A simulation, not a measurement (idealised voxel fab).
The following is a process module called voxel lift off.
Section cut is 210 nm wide and gridded with 5 nm square cells.
A cross-section is a grid of square cells, given in bands from the top down. A band is one or more rows of cells. Quick guide to a band line: top height, bottom height (nm) up front; then every material left to right with its width in nm. Only one material and it's marked "throughout"? Then it fills the band edge to edge. And "air" just means empty space. We count height from 0. Below that, the starting wafer is all one material. The lowest band never ends at the bottom but goes on down; see "z 0 and below" for how that is written. It should be noted that a width expressed as "30..40" varies in equal increments from row to row of cells within the band, taking the value of the first number at the top row and that of the second number at the bottom row. "no alterations made", as given for a step, is the statement that not any cell of the cross-section underwent a change during that step. Closed-off voids of 8+ cells (no open route to the top) go in "Tabulated closed voids", written width x height at distance from the left edge, in nm. If you see something after the settings on a step's line, that's the simulator's own remark about that step. For masked steps, "overlay nm" on the step line gives how far right of plan the mask actually lay; a minus sign means it lay to the left.

## Set out below are the planned steps of the process
1 RECEIVE [material Si]
2 CONFORMAL_DEP [material Al2O3] [thk nm 15]
3 PATTERN [tone open] [mask id LINES] [material resist] [width nm 30] [pitch nm 50] [thk nm 30] [overlay nm 0]
4 DIRECTIONAL_DEP [material Ru] [thk nm 15]
5 STRIP [etch materials resist]
6 CONFORMAL_DEP [material SiO2] [thk nm 10]

## The first wafer of two, processed as planned

## Step 1 complete: cross-section of the wafer as received
    z 0 and below | Si throughout
    Tabulated closed voids: none

## After step 2: wafer cross-section
    z 15 to 0 | Al2O3 throughout
    Below 0, the layers are the same as they were.

## After step 3: wafer cross-section
    z 45 to 15 | resist 40 nm / air 30 nm / resist 20 nm / air 30 nm / resist 20 nm / air 30 nm / resist 40 nm
    Below 15, the layers are the same as they were.

## After step 4: wafer cross-section
    z 60 to 45 | Ru 40 nm / air 30 nm / Ru 20 nm / air 30 nm / Ru 20 nm / air 30 nm / Ru 40 nm
    z 45 to 30 | resist 40 nm / air 30 nm / resist 20 nm / air 30 nm / resist 20 nm / air 30 nm / resist 40 nm
    z 30 to 15 | resist 40 nm / Ru 30 nm / resist 20 nm / Ru 30 nm / resist 20 nm / Ru 30 nm / resist 40 nm
    Below 15, the layers are the same as they were.

## After step 5: wafer cross-section
    z 30 to 15 | air 40 nm / Ru 30 nm / air 20 nm / Ru 30 nm / air 20 nm / Ru 30 nm / air 40 nm
    Below 15, the layers are the same as they were.

## After step 6: wafer cross-section
    z 40 to 30 | air 30 nm / SiO2 150 nm / air 30 nm
    z 30 to 25 | air 30 nm / SiO2 10 nm / Ru 30 nm / SiO2 20 nm / Ru 30 nm / SiO2 20 nm / Ru 30 nm / SiO2 10 nm / air 30 nm
    z 25 to 15 | SiO2 40 nm / Ru 30 nm / SiO2 20 nm / Ru 30 nm / SiO2 20 nm / Ru 30 nm / SiO2 40 nm
    Below 15, the layers are the same as they were.

## second wafer: like start, like plan, one mistake. Through step 2 it matches the first wafer

## when step 3 should have ended
    z 45 to 15 | resist 40 nm / air 35 nm / resist 15 nm / air 35 nm / resist 15 nm / air 35 nm / resist 35 nm
    Below 15, the layers are the same as they were.

## when step 4 should have ended
    z 60 to 45 | Ru 40 nm / air 35 nm / Ru 15 nm / air 35 nm / Ru 15 nm / air 35 nm / Ru 35 nm
    z 45 to 30 | resist 40 nm / air 35 nm / resist 15 nm / air 35 nm / resist 15 nm / air 35 nm / resist 35 nm
    z 30 to 15 | resist 40 nm / Ru 35 nm / resist 15 nm / Ru 35 nm / resist 15 nm / Ru 35 nm / resist 35 nm
    Below 15, the layers are the same as they were.

## when step 5 should have ended
    z 30 to 15 | air 40 nm / Ru 35 nm / air 15 nm / Ru 35 nm / air 15 nm / Ru 35 nm / air 35 nm
    Below 15, the layers are the same as they were.

## when step 6 should have ended
    z 40 to 30 | air 30 nm / SiO2 155 nm / air 25 nm
    z 30 to 25 | air 30 nm / SiO2 10 nm / Ru 35 nm / SiO2 15 nm / Ru 35 nm / SiO2 15 nm / Ru 35 nm / SiO2 10 nm / air 25 nm
    z 25 to 15 | SiO2 40 nm / Ru 35 nm / SiO2 15 nm / Ru 35 nm / SiO2 15 nm / Ru 35 nm / SiO2 35 nm
    Below 15, the layers are the same as they were.
Against the plan, the run slipped here: off-plan run, step 3, actual operation and settings PATTERN [tone open] [mask id LINES] [material resist] [width nm 35] [pitch nm 50] [thk nm 30] [overlay nm 0]
FYI, end of process, the second wafer has more or fewer cells of some materials than the first: Ru +9 | SiO2 -6
